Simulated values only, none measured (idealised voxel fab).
voxel capacitor over wiring: a process module
The cross-section shown here is cut; it is 180 nm wide and divided into square cells measuring 5 nm on a side.
Cross-section layout: square cells on a grid; listed as bands, top to bottom; a band spans one or more cell rows.
Read a band's entry like this: the first values are the height of its top and the height of its bottom in nm, and what follows is the sequence of materials from left to right, each with its width in nm. Note that "empty" is empty space, and that a single material marked "edge to edge" reaches across the band from edge to edge.
Counting heights begins at 0, where everything beneath is, in the wafer as received, one material. The lowest band has no bottom; it goes on downwards, as "0 and below" shows.
The expression "30..40" gives the width at the extremes of the band, the first number at its top row of cells and the second at its bottom row, with the width changing by equal amounts from each row to the next in between.
A step reported as "everything unchanged" is a step in which no cell of the cross-section changed.
Basically, "Tabulated closed voids" tells you about the enclosed voids: empty spaces with no open way to the top, 8 cells or bigger, each written width x height at distance, where distance is from the left edge, all in nm.
Past the settings on a step's line: simulator remark, on that step.
overlay nm: where the mask lay relative to plan, measured to the right, on steps with a mask; negatives go left.
Planned step list for the process
step 1: RECEIVE with material Si
step 2: CONFORMAL_DEP with material SiO2, thk nm 15
step 3: CONFORMAL_DEP with material SiCN, thk nm 5
step 4: DIRECTIONAL_DEP with material SiO2, thk nm 25
step 5: MASKED_ETCH with tone open, mask id METAL_1, width nm 25, pitch nm 75, etch materials SiO2, depth nm 25, overlay nm 0
step 6: MASKED_ETCH with tone open, mask id METAL_1, width nm 25, pitch nm 75, etch materials SiCN, depth nm 5, overlay nm 0
step 7: CONFORMAL_DEP with material TiN, thk nm 5
step 8: FILL_DEP with material W, thk nm 10
step 9: CMP with height nm 45
step 10: CONFORMAL_DEP with material SiCN, thk nm 5
step 11: DIRECTIONAL_DEP with material SiO2, thk nm 20
step 12: MASKED_ETCH with tone open, mask id PLUG_1, width nm 15, etch materials SiO2, depth nm 20, overlay nm 0
step 13: MASKED_ETCH with tone open, mask id PLUG_1, width nm 15, etch materials SiCN, depth nm 5, overlay nm 0
step 14: EPI with material Ru, thk nm 10
step 15: EPI with material Ru, thk nm 10
step 16: EPI with material Ru, thk nm 5
step 17: DIRECTIONAL_DEP with material TiN, thk nm 10
step 18: DIRECTIONAL_DEP with material SiN, thk nm 5
step 19: DIRECTIONAL_DEP with material TiN, thk nm 10
step 20: MASKED_ETCH with tone cover, mask id UPPER_PLATE, width nm 55, etch materials TiN, depth nm 10, overlay nm -15
step 21: MASKED_ETCH with tone cover, mask id UPPER_PLATE, width nm 55, etch materials SiN, depth nm 5, overlay nm 0
step 22: PATTERN with tone cover, mask id LOWER_PLATE, material resist, width nm 65, thk nm 20, overlay nm 0
step 23: DIRECTIONAL_ETCH with etch materials TiN, depth nm 10
step 24: STRIP with etch materials resist
step 25: FILL_DEP with material SiO2, thk nm 15
step 26: CMP with height nm 105
step 27: MASKED_ETCH with tone open, mask id PLUG_2, width nm 15, etch materials SiO2, depth nm 10, overlay nm 0
step 28: CONFORMAL_DEP with material TiN, thk nm 5
step 29: FILL_DEP with material Cu, thk nm 10
step 30: CMP with height nm 105
step 31: CONFORMAL_DEP with material SiN, thk nm 5
Quick note for whoever runs this: the wafers start identical, but the overlay nm at step 20 isn't the same across them. The plan just shows what the first wafer had.
The first of several wafers, as received after step 1, seen in section
- 0 and below: Si edge to edge
- Tabulated closed voids: none
End of the module, past its last step, step 31: how the first of several wafers looks in cross-section
- 110 down to 105: SiN edge to edge
- 105 down to 100: 60 of SiO2  5 of TiN  5 of Cu  5 of TiN  105 of SiO2
- 100 down to 95: 60 of SiO2  15 of TiN  105 of SiO2
- 95 down to 85: 45 of SiO2  45 of TiN  90 of SiO2
- 85 down to 80: 35 of SiO2  70 of SiN  75 of SiO2
- 80 down to 70: 35 of SiO2  75 of TiN  70 of SiO2
- 70 down to 50: 50 of SiO2  15 of Ru  115 of SiO2
- 50 down to 45: 50 of SiCN  15 of Ru  115 of SiCN
- 45 down to 20: 40 of SiO2  5 of TiN  15 of W  5 of TiN  50 of SiO2  5 of TiN  15 of W  5 of TiN  40 of SiO2
- 20 down to 15: 40 of SiCN  25 of TiN  50 of SiCN  25 of TiN  40 of SiCN
- 15 down to 0: SiO2 edge to edge
- 0 and below: Si edge to edge
- Tabulated closed voids: none
The module's end: a cross-section of the last wafer
- 110 down to 105: SiN edge to edge
- 105 down to 100: 60 of SiO2  5 of TiN  5 of Cu  5 of TiN  105 of SiO2
- 100 down to 95: 60 of SiO2  15 of TiN  105 of SiO2
- 95 down to 85: 65 of SiO2  45 of TiN  70 of SiO2
- 85 down to 80: 50 of SiO2  70 of SiN  60 of SiO2
- 80 down to 70: 45 of SiO2  75 of TiN  60 of SiO2
- 70 down to 50: 50 of SiO2  15 of Ru  115 of SiO2
- 50 down to 45: 50 of SiCN  15 of Ru  115 of SiCN
- 45 down to 20: 40 of SiO2  5 of TiN  15 of W  5 of TiN  50 of SiO2  5 of TiN  15 of W  5 of TiN  40 of SiO2
- 20 down to 15: 40 of SiCN  25 of TiN  50 of SiCN  25 of TiN  40 of SiCN
- 15 down to 0: SiO2 edge to edge
- 0 and below: Si edge to edge
- Tabulated closed voids: none
The table below has one row for each wafer; a row shows, as of the end of the module, how many cells of each material the wafer has gained, marked (+), or lost, marked (-), since it was received, and then the wafer's closed voids
overlay nm -15 | +1 Cu | +15 Ru | +59 SiCN | +50 SiN | +554 SiO2 | +83 TiN | +30 W | Tabulated closed voids: none
overlay nm -10 | +1 Cu | +15 Ru | +59 SiCN | +49 SiN | +555 SiO2 | +83 TiN | +30 W | Tabulated closed voids: none
overlay nm -5 | +1 Cu | +15 Ru | +59 SiCN | +48 SiN | +556 SiO2 | +83 TiN | +30 W | Tabulated closed voids: none
overlay nm 0 | +1 Cu | +15 Ru | +59 SiCN | +47 SiN | +557 SiO2 | +83 TiN | +30 W | Tabulated closed voids: none
overlay nm 5 | +1 Cu | +15 Ru | +59 SiCN | +48 SiN | +556 SiO2 | +83 TiN | +30 W | Tabulated closed voids: none
overlay nm 10 | +1 Cu | +15 Ru | +59 SiCN | +49 SiN | +555 SiO2 | +83 TiN | +30 W | Tabulated closed voids: none
overlay nm 15 | +1 Cu | +15 Ru | +59 SiCN | +50 SiN | +554 SiO2 | +83 TiN | +30 W | Tabulated closed voids: none
